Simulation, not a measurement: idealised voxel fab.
process module | voxel transistor to metal
cross-section cut | 265 nm wide | cells 5 nm
A cross-section is a grid of square cells, given in bands from the top down. A band is one or more rows of cells.
Each band's line starts with the height of the band's top and of its bottom, in nm. Then come its materials from left to right, each with its width in nm. One material with "throughout" fills the band from edge to edge. "air" is empty space.
Height 0 is the level under which the wafer as received is all one material. The lowest band goes on downwards, as in "0 down".
A width such as "30 to 40" changes by the same amount from each row of cells to the next, from the band's top row to its bottom row.
"no change" after a step means that no cell of the cross-section changed.
closed voids: empty space of 8 cells or more with no open way to the top, each as width x height at its distance from the left edge, in nm
after a step's settings: what the simulator itself notes on the step
overlay nm, on a step with a mask: how far to the right of its planned place the mask lay; to the left if negative
plan
1 op RECEIVE | material Si
2 op CONFORMAL_DEP | material SiO2 | thk nm 5
3 op CONFORMAL_DEP | material SiN | thk nm 15
4 op PATTERN | tone cover | mask id ACTIVE | material resist | width nm 100 | pitch nm 125 | thk nm 15 | overlay nm 0
5 op DIRECTIONAL_ETCH | etch materials SiN | depth nm 15
6 op DIRECTIONAL_ETCH | etch materials SiO2 | depth nm 5
7 op DIRECTIONAL_ETCH | etch materials Si | depth nm 30
8 op STRIP | etch materials resist
9 op OXIDIZE | depth nm 5
10 op FILL_DEP | material SiO2 | thk nm 15
11 op CMP | height nm 20
12 op SELECTIVE_ETCH | etch materials SiO2 | depth nm 5
13 op STRIP | etch materials SiN
14 op SELECTIVE_ETCH | etch materials SiO2 | depth nm 5
15 op OXIDIZE | depth nm 5
16 op DIRECTIONAL_DEP | material polySi | thk nm 20
17 op DIRECTIONAL_DEP | material SiCN | thk nm 10
18 op DIRECTIONAL_DEP | material aC | thk nm 10
19 op PATTERN | tone cover | mask id GATE | material resist | width nm 20 | pitch nm 125 | thk nm 30 | overlay nm 0
20 op DIRECTIONAL_ETCH | etch materials aC | depth nm 10
21 op STRIP | etch materials resist
22 op DIRECTIONAL_ETCH | etch materials SiCN | depth nm 20
23 op DIRECTIONAL_ETCH | etch materials polySi | depth nm 30
24 op STRIP | etch materials aC
25 op CONFORMAL_DEP | material SiO2 | thk nm 5
26 op DIRECTIONAL_ETCH | etch materials SiO2 | depth nm 5
27 op CONFORMAL_DEP | material SiN | thk nm 10
28 op DIRECTIONAL_ETCH | etch materials SiN | depth nm 10
29 op DIRECTIONAL_ETCH | etch materials SiO2 | depth nm 5
30 op DIRECTIONAL_ETCH | etch materials Si | depth nm 5
31 op EPI | material pSi | thk nm 10
32 op FILL_DEP | material SiO2 | thk nm 10
33 op CMP | height nm 30
34 op DIRECTIONAL_DEP | material SiO2 | thk nm 10
35 op PATTERN | tone open | mask id CONTACT | material resist | width nm 30 | thk nm 20 | overlay nm 0
36 op DIRECTIONAL_ETCH | etch materials SiO2 | depth nm 35
37 op STRIP | etch materials resist
38 op CONFORMAL_DEP | material TiN | thk nm 5
39 op FILL_DEP | material W | thk nm 5
40 op CMP | height nm 40
41 op DIRECTIONAL_DEP | material TiN | thk nm 5
42 op DIRECTIONAL_DEP | material W | thk nm 15
43 op MASKED_ETCH | tone cover | mask id METAL_1 | width nm 15 | etch materials W | depth nm 15 | overlay nm 0
44 op MASKED_ETCH | tone cover | mask id METAL_1 | width nm 15 | etch materials TiN | depth nm 5 | overlay nm 0
45 op CONFORMAL_DEP | material SiCN | thk nm 5
46 op FILL_DEP | material SiO2 | thk nm 10
47 op CMP | height nm 60
48 op CONFORMAL_DEP | material SiCN | thk nm 5
49 op DIRECTIONAL_DEP | material SiO2 | thk nm 35
50 op MASKED_ETCH | tone open | mask id METAL_2 | width nm 15 | pitch nm 125 | etch materials SiO2 | depth nm 20 | overlay nm 0
51 op PATTERN | tone open | mask id METAL_2_HOLES | material resist | width nm 15 | pitch nm 125 | thk nm 20 | overlay nm 0
52 op DIRECTIONAL_ETCH | etch materials SiO2 | depth nm 15
53 op DIRECTIONAL_ETCH | etch materials SiCN | depth nm 5
54 op STRIP | etch materials resist
55 op CONFORMAL_DEP | material TiN | thk nm 5
56 op FILL_DEP | material Cu | thk nm 5
57 op CMP | height nm 100
58 op CONFORMAL_DEP | material SiN | thk nm 5
first wafer, as planned
as received, after step 1
  0 down: Si throughout
  closed voids: none
after step 2
  5 to 0: SiO2 throughout
  below 0: unchanged
after step 3
  20 to 5: SiN throughout
  below 5: unchanged
after step 4
  35 to 20: air 20 | resist 100 | air 25 | resist 100 | air 20
  below 20: unchanged
after step 5
  35 to 20: air 20 | resist 100 | air 25 | resist 100 | air 20
  20 to 5: air 20 | SiN 100 | air 25 | SiN 100 | air 20
  below 5: unchanged
after step 6
  35 to 20: air 20 | resist 100 | air 25 | resist 100 | air 20
  20 to 5: air 20 | SiN 100 | air 25 | SiN 100 | air 20
  5 to 0: air 20 | SiO2 100 | air 25 | SiO2 100 | air 20
  below 0: unchanged
after step 7
  35 to 20: air 20 | resist 100 | air 25 | resist 100 | air 20
  20 to 5: air 20 | SiN 100 | air 25 | SiN 100 | air 20
  5 to 0: air 20 | SiO2 100 | air 25 | SiO2 100 | air 20
  0 to -30: air 20 | Si 100 | air 25 | Si 100 | air 20
  below -30: unchanged
after step 8
  20 to 5: air 20 | SiN 100 | air 25 | SiN 100 | air 20
  below 5: unchanged
after step 9
  20 to 5: air 20 | SiN 100 | air 25 | SiN 100 | air 20
  5 to 0: air 20 | SiO2 100 | air 25 | SiO2 100 | air 20
  0 to -30: air 20 | SiO2 5 | Si 90 | SiO2 5 | air 25 | SiO2 5 | Si 90 | SiO2 5 | air 20
  -30 to -35: SiO2 25 | Si 90 | SiO2 35 | Si 90 | SiO2 25
  below -35: unchanged
after step 10
  35 to 20: SiO2 throughout
  20 to 5: SiO2 20 | SiN 100 | SiO2 25 | SiN 100 | SiO2 20
  5 to 0: SiO2 throughout
  0 to -35: SiO2 25 | Si 90 | SiO2 35 | Si 90 | SiO2 25
  below -35: unchanged
after step 11
  20 to 5: SiO2 20 | SiN 100 | SiO2 25 | SiN 100 | SiO2 20
  below 5: unchanged
after step 12
  20 to 15: air 20 | SiN 100 | air 25 | SiN 100 | air 20
  below 15: unchanged
after step 13
  15 to 5: SiO2 20 | air 100 | SiO2 25 | air 100 | SiO2 20
  below 5: unchanged
after step 14
  10 to 0: SiO2 15 | air 110 | SiO2 15 | air 110 | SiO2 15
  below 0: unchanged
after step 15
  10 to 0: SiO2 15 | air 110 | SiO2 15 | air 110 | SiO2 15
  0 to -5: SiO2 throughout
  below -5: unchanged
after step 16
  30 to 20: polySi 15 | air 110 | polySi 15 | air 110 | polySi 15
  20 to 10: polySi throughout
  10 to 0: SiO2 15 | polySi 110 | SiO2 15 | polySi 110 | SiO2 15
  below 0: unchanged
after step 17
  40 to 30: SiCN 15 | air 110 | SiCN 15 | air 110 | SiCN 15
  30 to 20: polySi 15 | SiCN 110 | polySi 15 | SiCN 110 | polySi 15
  below 20: unchanged
after step 18
  50 to 40: aC 15 | air 110 | aC 15 | air 110 | aC 15
  40 to 30: SiCN 15 | aC 110 | SiCN 15 | aC 110 | SiCN 15
  below 30: unchanged
after step 19
  80 to 50: air 60 | resist 20 | air 105 | resist 20 | air 60
  50 to 40: aC 15 | air 45 | resist 20 | air 45 | aC 15 | air 45 | resist 20 | air 45 | aC 15
  below 40: unchanged
after step 20
  70 to 40: air 60 | resist 20 | air 105 | resist 20 | air 60
  40 to 30: SiCN 15 | air 45 | aC 20 | air 45 | SiCN 15 | air 45 | aC 20 | air 45 | SiCN 15
  below 30: unchanged
after step 21
  40 to 30: SiCN 15 | air 45 | aC 20 | air 45 | SiCN 15 | air 45 | aC 20 | air 45 | SiCN 15
  below 30: unchanged
after step 22
  40 to 30: air 60 | aC 20 | air 105 | aC 20 | air 60
  30 to 20: polySi 15 | air 45 | SiCN 20 | air 45 | polySi 15 | air 45 | SiCN 20 | air 45 | polySi 15
  below 20: unchanged
after step 23
  40 to 30: air 60 | aC 20 | air 105 | aC 20 | air 60
  30 to 20: air 60 | SiCN 20 | air 105 | SiCN 20 | air 60
  20 to 10: air 60 | polySi 20 | air 105 | polySi 20 | air 60
  10 to 0: SiO2 15 | air 45 | polySi 20 | air 45 | SiO2 15 | air 45 | polySi 20 | air 45 | SiO2 15
  below 0: unchanged
after step 24
  30 to 20: air 60 | SiCN 20 | air 105 | SiCN 20 | air 60
  below 20: unchanged
after step 25
  35 to 30: air 55 | SiO2 30 | air 95 | SiO2 30 | air 55
  30 to 20: air 55 | SiO2 5 | SiCN 20 | SiO2 5 | air 95 | SiO2 5 | SiCN 20 | SiO2 5 | air 55
  20 to 15: air 55 | SiO2 5 | polySi 20 | SiO2 5 | air 95 | SiO2 5 | polySi 20 | SiO2 5 | air 55
  15 to 5: SiO2 20 | air 35 | SiO2 5 | polySi 20 | SiO2 5 | air 35 | SiO2 25 | air 35 | SiO2 5 | polySi 20 | SiO2 5 | air 35 | SiO2 20
  5 to 0: SiO2 60 | polySi 20 | SiO2 105 | polySi 20 | SiO2 60
  below 0: unchanged
after step 26
  30 to 20: air 55 | SiO2 5 | SiCN 20 | SiO2 5 | air 95 | SiO2 5 | SiCN 20 | SiO2 5 | air 55
  20 to 10: air 55 | SiO2 5 | polySi 20 | SiO2 5 | air 95 | SiO2 5 | polySi 20 | SiO2 5 | air 55
  10 to 0: SiO2 20 | air 35 | SiO2 5 | polySi 20 | SiO2 5 | air 35 | SiO2 25 | air 35 | SiO2 5 | polySi 20 | SiO2 5 | air 35 | SiO2 20
  below 0: unchanged
after step 27
  40 to 30: air 45 | SiN 50 | air 75 | SiN 50 | air 45
  30 to 20: air 45 | SiN 10 | SiO2 5 | SiCN 20 | SiO2 5 | SiN 10 | air 75 | SiN 10 | SiO2 5 | SiCN 20 | SiO2 5 | SiN 10 | air 45
  20 to 10: SiN 30 | air 15 | SiN 10 | SiO2 5 | polySi 20 | SiO2 5 | SiN 10 | air 15 | SiN 45 | air 15 | SiN 10 | SiO2 5 | polySi 20 | SiO2 5 | SiN 10 | air 15 | SiN 30
  10 to 0: SiO2 20 | SiN 35 | SiO2 5 | polySi 20 | SiO2 5 | SiN 35 | SiO2 25 | SiN 35 | SiO2 5 | polySi 20 | SiO2 5 | SiN 35 | SiO2 20
  below 0: unchanged
after step 28
  30 to 20: air 45 | SiN 10 | SiO2 5 | SiCN 20 | SiO2 5 | SiN 10 | air 75 | SiN 10 | SiO2 5 | SiCN 20 | SiO2 5 | SiN 10 | air 45
  20 to 10: air 45 | SiN 10 | SiO2 5 | polySi 20 | SiO2 5 | SiN 10 | air 75 | SiN 10 | SiO2 5 | polySi 20 | SiO2 5 | SiN 10 | air 45
  10 to 0: SiO2 20 | SiN 10 | air 15 | SiN 10 | SiO2 5 | polySi 20 | SiO2 5 | SiN 10 | air 15 | SiN 10 | SiO2 25 | SiN 10 | air 15 | SiN 10 | SiO2 5 | polySi 20 | SiO2 5 | SiN 10 | air 15 | SiN 10 | SiO2 20
  below 0: unchanged
after step 29
  30 to 25: air 45 | SiN 10 | air 5 | SiCN 20 | air 5 | SiN 10 | air 75 | SiN 10 | air 5 | SiCN 20 | air 5 | SiN 10 | air 45
  25 to 20: air 45 | SiN 10 | SiO2 5 | SiCN 20 | SiO2 5 | SiN 10 | air 75 | SiN 10 | SiO2 5 | SiCN 20 | SiO2 5 | SiN 10 | air 45
  20 to 10: air 45 | SiN 10 | SiO2 5 | polySi 20 | SiO2 5 | SiN 10 | air 75 | SiN 10 | SiO2 5 | polySi 20 | SiO2 5 | SiN 10 | air 45
  10 to 5: air 20 | SiN 10 | air 15 | SiN 10 | SiO2 5 | polySi 20 | SiO2 5 | SiN 10 | air 15 | SiN 10 | air 25 | SiN 10 | air 15 | SiN 10 | SiO2 5 | polySi 20 | SiO2 5 | SiN 10 | air 15 | SiN 10 | air 20
  5 to 0: SiO2 20 | SiN 10 | air 15 | SiN 10 | SiO2 5 | polySi 20 | SiO2 5 | SiN 10 | air 15 | SiN 10 | SiO2 25 | SiN 10 | air 15 | SiN 10 | SiO2 5 | polySi 20 | SiO2 5 | SiN 10 | air 15 | SiN 10 | SiO2 20
  0 to -5: SiO2 30 | air 15 | SiO2 50 | air 15 | SiO2 45 | air 15 | SiO2 50 | air 15 | SiO2 30
  below -5: unchanged
after step 30
  30 to 25: air 45 | SiN 10 | air 5 | SiCN 20 | air 5 | SiN 10 | air 75 | SiN 10 | air 5 | SiCN 20 | air 5 | SiN 10 | air 45
  25 to 20: air 45 | SiN 10 | SiO2 5 | SiCN 20 | SiO2 5 | SiN 10 | air 75 | SiN 10 | SiO2 5 | SiCN 20 | SiO2 5 | SiN 10 | air 45
  20 to 10: air 45 | SiN 10 | SiO2 5 | polySi 20 | SiO2 5 | SiN 10 | air 75 | SiN 10 | SiO2 5 | polySi 20 | SiO2 5 | SiN 10 | air 45
  10 to 5: air 20 | SiN 10 | air 15 | SiN 10 | SiO2 5 | polySi 20 | SiO2 5 | SiN 10 | air 15 | SiN 10 | air 25 | SiN 10 | air 15 | SiN 10 | SiO2 5 | polySi 20 | SiO2 5 | SiN 10 | air 15 | SiN 10 | air 20
  5 to 0: SiO2 20 | SiN 10 | air 15 | SiN 10 | SiO2 5 | polySi 20 | SiO2 5 | SiN 10 | air 15 | SiN 10 | SiO2 25 | SiN 10 | air 15 | SiN 10 | SiO2 5 | polySi 20 | SiO2 5 | SiN 10 | air 15 | SiN 10 | SiO2 20
  0 to -5: SiO2 30 | air 15 | SiO2 50 | air 15 | SiO2 45 | air 15 | SiO2 50 | air 15 | SiO2 30
  -5 to -10: SiO2 25 | Si 5 | air 15 | Si 50 | air 15 | Si 5 | SiO2 35 | Si 5 | air 15 | Si 50 | air 15 | Si 5 | SiO2 25
  below -10: unchanged
after step 31
  30 to 25: air 45 | SiN 10 | air 5 | SiCN 20 | air 5 | SiN 10 | air 75 | SiN 10 | air 5 | SiCN 20 | air 5 | SiN 10 | air 45
  25 to 20: air 45 | SiN 10 | SiO2 5 | SiCN 20 | SiO2 5 | SiN 10 | air 75 | SiN 10 | SiO2 5 | SiCN 20 | SiO2 5 | SiN 10 | air 45
  20 to 10: air 45 | SiN 10 | SiO2 5 | polySi 20 | SiO2 5 | SiN 10 | air 75 | SiN 10 | SiO2 5 | polySi 20 | SiO2 5 | SiN 10 | air 45
  10 to 5: air 20 | SiN 10 | air 15 | SiN 10 | SiO2 5 | polySi 20 | SiO2 5 | SiN 10 | air 15 | SiN 10 | air 25 | SiN 10 | air 15 | SiN 10 | SiO2 5 | polySi 20 | SiO2 5 | SiN 10 | air 15 | SiN 10 | air 20
  5 to 0: SiO2 20 | SiN 10 | pSi 15 | SiN 10 | SiO2 5 | polySi 20 | SiO2 5 | SiN 10 | pSi 15 | SiN 10 | SiO2 25 | SiN 10 | pSi 15 | SiN 10 | SiO2 5 | polySi 20 | SiO2 5 | SiN 10 | pSi 15 | SiN 10 | SiO2 20
  0 to -5: SiO2 30 | pSi 15 | SiO2 50 | pSi 15 | SiO2 45 | pSi 15 | SiO2 50 | pSi 15 | SiO2 30
  -5 to -10: SiO2 25 | Si 5 | pSi 15 | Si 50 | pSi 15 | Si 5 | SiO2 35 | Si 5 | pSi 15 | Si 50 | pSi 15 | Si 5 | SiO2 25
  below -10: unchanged
after step 32
  40 to 30: SiO2 throughout
  30 to 20: SiO2 45 | SiN 10 | SiO2 5 | SiCN 20 | SiO2 5 | SiN 10 | SiO2 75 | SiN 10 | SiO2 5 | SiCN 20 | SiO2 5 | SiN 10 | SiO2 45
  20 to 10: SiO2 45 | SiN 10 | SiO2 5 | polySi 20 | SiO2 5 | SiN 10 | SiO2 75 | SiN 10 | SiO2 5 | polySi 20 | SiO2 5 | SiN 10 | SiO2 45
  10 to 5: SiO2 20 | SiN 10 | SiO2 15 | SiN 10 | SiO2 5 | polySi 20 | SiO2 5 | SiN 10 | SiO2 15 | SiN 10 | SiO2 25 | SiN 10 | SiO2 15 | SiN 10 | SiO2 5 | polySi 20 | SiO2 5 | SiN 10 | SiO2 15 | SiN 10 | SiO2 20
  below 5: unchanged
after step 33
  30 to 20: SiO2 45 | SiN 10 | SiO2 5 | SiCN 20 | SiO2 5 | SiN 10 | SiO2 75 | SiN 10 | SiO2 5 | SiCN 20 | SiO2 5 | SiN 10 | SiO2 45
  below 20: unchanged
after step 34
  40 to 30: SiO2 throughout
  below 30: unchanged
after step 35
  60 to 40: resist 25 | air 30 | resist 30 | air 30 | resist 35 | air 30 | resist 30 | air 30 | resist 25
  below 40: unchanged
after step 36
  60 to 40: resist 25 | air 30 | resist 30 | air 30 | resist 35 | air 30 | resist 30 | air 30 | resist 25
  40 to 30: SiO2 25 | air 30 | SiO2 30 | air 30 | SiO2 35 | air 30 | SiO2 30 | air 30 | SiO2 25
  30 to 20: SiO2 25 | air 20 | SiN 10 | SiO2 5 | SiCN 20 | SiO2 5 | SiN 10 | air 20 | SiO2 35 | air 20 | SiN 10 | SiO2 5 | SiCN 20 | SiO2 5 | SiN 10 | air 20 | SiO2 25
  20 to 10: SiO2 25 | air 20 | SiN 10 | SiO2 5 | polySi 20 | SiO2 5 | SiN 10 | air 20 | SiO2 35 | air 20 | SiN 10 | SiO2 5 | polySi 20 | SiO2 5 | SiN 10 | air 20 | SiO2 25
  10 to 5: SiO2 20 | SiN 10 | air 15 | SiN 10 | SiO2 5 | polySi 20 | SiO2 5 | SiN 10 | air 15 | SiN 10 | SiO2 25 | SiN 10 | air 15 | SiN 10 | SiO2 5 | polySi 20 | SiO2 5 | SiN 10 | air 15 | SiN 10 | SiO2 20
  below 5: unchanged
after step 37
  40 to 30: SiO2 25 | air 30 | SiO2 30 | air 30 | SiO2 35 | air 30 | SiO2 30 | air 30 | SiO2 25
  below 30: unchanged
after step 38
  45 to 40: TiN 30 | air 20 | TiN 40 | air 20 | TiN 45 | air 20 | TiN 40 | air 20 | TiN 30
  40 to 30: SiO2 25 | TiN 5 | air 20 to 10 | TiN 5 to 15 | SiO2 30 | TiN 5 to 15 | air 20 to 10 | TiN 5 | SiO2 35 | TiN 5 | air 20 to 10 | TiN 5 to 15 | SiO2 30 | TiN 5 to 15 | air 20 to 10 | TiN 5 | SiO2 25
  30 to 20: SiO2 25 | TiN 5 | air 10 | TiN 5 | SiN 10 | SiO2 5 | SiCN 20 | SiO2 5 | SiN 10 | TiN 5 | air 10 | TiN 5 | SiO2 35 | TiN 5 | air 10 | TiN 5 | SiN 10 | SiO2 5 | SiCN 20 | SiO2 5 | SiN 10 | TiN 5 | air 10 | TiN 5 | SiO2 25
  20 to 10: SiO2 25 | TiN 5 to 10 | air 10 to 5 | TiN 5 | SiN 10 | SiO2 5 | polySi 20 | SiO2 5 | SiN 10 | TiN 5 | air 10 to 5 | TiN 5 to 10 | SiO2 35 | TiN 5 to 10 | air 10 to 5 | TiN 5 | SiN 10 | SiO2 5 | polySi 20 | SiO2 5 | SiN 10 | TiN 5 | air 10 to 5 | TiN 5 to 10 | SiO2 25
  10 to 5: SiO2 20 | SiN 10 | TiN 15 | SiN 10 | SiO2 5 | polySi 20 | SiO2 5 | SiN 10 | TiN 15 | SiN 10 | SiO2 25 | SiN 10 | TiN 15 | SiN 10 | SiO2 5 | polySi 20 | SiO2 5 | SiN 10 | TiN 15 | SiN 10 | SiO2 20
  below 5: unchanged
after step 39
  50 to 45: W throughout
  45 to 40: TiN 30 | W 20 | TiN 40 | W 20 | TiN 45 | W 20 | TiN 40 | W 20 | TiN 30
  40 to 30: SiO2 25 | TiN 5 | W 20 to 10 | TiN 5 to 15 | SiO2 30 | TiN 5 to 15 | W 20 to 10 | TiN 5 | SiO2 35 | TiN 5 | W 20 to 10 | TiN 5 to 15 | SiO2 30 | TiN 5 to 15 | W 20 to 10 | TiN 5 | SiO2 25
  30 to 20: SiO2 25 | TiN 5 | W 10 | TiN 5 | SiN 10 | SiO2 5 | SiCN 20 | SiO2 5 | SiN 10 | TiN 5 | W 10 | TiN 5 | SiO2 35 | TiN 5 | W 10 | TiN 5 | SiN 10 | SiO2 5 | SiCN 20 | SiO2 5 | SiN 10 | TiN 5 | W 10 | TiN 5 | SiO2 25
  20 to 10: SiO2 25 | TiN 5 to 10 | W 10 to 5 | TiN 5 | SiN 10 | SiO2 5 | polySi 20 | SiO2 5 | SiN 10 | TiN 5 | W 10 to 5 | TiN 5 to 10 | SiO2 35 | TiN 5 to 10 | W 10 to 5 | TiN 5 | SiN 10 | SiO2 5 | polySi 20 | SiO2 5 | SiN 10 | TiN 5 | W 10 to 5 | TiN 5 to 10 | SiO2 25
  below 10: unchanged
after step 40
  40 to 30: SiO2 25 | TiN 5 | W 20 to 10 | TiN 5 to 15 | SiO2 30 | TiN 5 to 15 | W 20 to 10 | TiN 5 | SiO2 35 | TiN 5 | W 20 to 10 | TiN 5 to 15 | SiO2 30 | TiN 5 to 15 | W 20 to 10 | TiN 5 | SiO2 25
  below 30: unchanged
after step 41
  45 to 40: TiN throughout
  below 40: unchanged
after step 42
  60 to 45: W throughout
  below 45: unchanged
after step 43
  60 to 45: air 25 | W 15 | air 60 | W 15 | air 35 | W 15 | air 60 | W 15 | air 25
  below 45: unchanged
after step 44
  60 to 45: air 25 | W 15 | air 60 | W 15 | air 35 | W 15 | air 60 | W 15 | air 25
  45 to 40: air 25 | TiN 15 | air 60 | TiN 15 | air 35 | TiN 15 | air 60 | TiN 15 | air 25
  below 40: unchanged
after step 45
  65 to 60: air 20 | SiCN 25 | air 50 | SiCN 25 | air 25 | SiCN 25 | air 50 | SiCN 25 | air 20
  60 to 45: air 20 | SiCN 5 | W 15 | SiCN 5 | air 50 | SiCN 5 | W 15 | SiCN 5 | air 25 | SiCN 5 | W 15 | SiCN 5 | air 50 | SiCN 5 | W 15 | SiCN 5 | air 20
  45 to 40: SiCN 25 | TiN 15 | SiCN 60 | TiN 15 | SiCN 35 | TiN 15 | SiCN 60 | TiN 15 | SiCN 25
  below 40: unchanged
after step 46
  75 to 65: SiO2 throughout
  65 to 60: SiO2 20 | SiCN 25 | SiO2 50 | SiCN 25 | SiO2 25 | SiCN 25 | SiO2 50 | SiCN 25 | SiO2 20
  60 to 45: SiO2 20 | SiCN 5 | W 15 | SiCN 5 | SiO2 50 | SiCN 5 | W 15 | SiCN 5 | SiO2 25 | SiCN 5 | W 15 | SiCN 5 | SiO2 50 | SiCN 5 | W 15 | SiCN 5 | SiO2 20
  below 45: unchanged
after step 47
  60 to 45: SiO2 20 | SiCN 5 | W 15 | SiCN 5 | SiO2 50 | SiCN 5 | W 15 | SiCN 5 | SiO2 25 | SiCN 5 | W 15 | SiCN 5 | SiO2 50 | SiCN 5 | W 15 | SiCN 5 | SiO2 20
  below 45: unchanged
after step 48
  65 to 60: SiCN throughout
  below 60: unchanged
after step 49
  100 to 65: SiO2 throughout
  below 65: unchanged
after step 50
  100 to 80: SiO2 25 | air 15 | SiO2 110 | air 15 | SiO2 100
  below 80: unchanged
after step 51
  120 to 100: resist 25 | air 15 | resist 110 | air 15 | resist 100
  below 100: unchanged
after step 52
  120 to 100: resist 25 | air 15 | resist 110 | air 15 | resist 100
  100 to 65: SiO2 25 | air 15 | SiO2 110 | air 15 | SiO2 100
  below 65: unchanged
after step 53
  120 to 100: resist 25 | air 15 | resist 110 | air 15 | resist 100
  100 to 65: SiO2 25 | air 15 | SiO2 110 | air 15 | SiO2 100
  65 to 60: SiCN 25 | air 15 | SiCN 110 | air 15 | SiCN 100
  below 60: unchanged
after step 54
  100 to 65: SiO2 25 | air 15 | SiO2 110 | air 15 | SiO2 100
  below 65: unchanged
after step 55
  105 to 100: TiN 30 | air 5 | TiN 120 | air 5 | TiN 105
  100 to 65: SiO2 25 | TiN 5 | air 5 | TiN 5 | SiO2 110 | TiN 5 | air 5 | TiN 5 | SiO2 100
  65 to 60: SiCN 25 | TiN 15 | SiCN 110 | TiN 15 | SiCN 100
  below 60: unchanged
after step 56
  110 to 105: Cu throughout
  105 to 100: TiN 30 | Cu 5 | TiN 120 | Cu 5 | TiN 105
  100 to 65: SiO2 25 | TiN 5 | Cu 5 | TiN 5 | SiO2 110 | TiN 5 | Cu 5 | TiN 5 | SiO2 100
  below 65: unchanged
after step 57
  100 to 65: SiO2 25 | TiN 5 | Cu 5 | TiN 5 | SiO2 110 | TiN 5 | Cu 5 | TiN 5 | SiO2 100
  below 65: unchanged
after step 58
  105 to 100: SiN throughout
  below 100: unchanged
second wafer: like start, like plan, one mistake. Through step 57 it matches the first wafer
when step 58 should have ended
  105 to 100: polySi throughout
  below 100: unchanged
what went wrong: step 58 ran as: op CONFORMAL_DEP | material polySi | thk nm 5
at the end the second wafer has, in cells: 53 fewer of SiN | 53 more of polySi
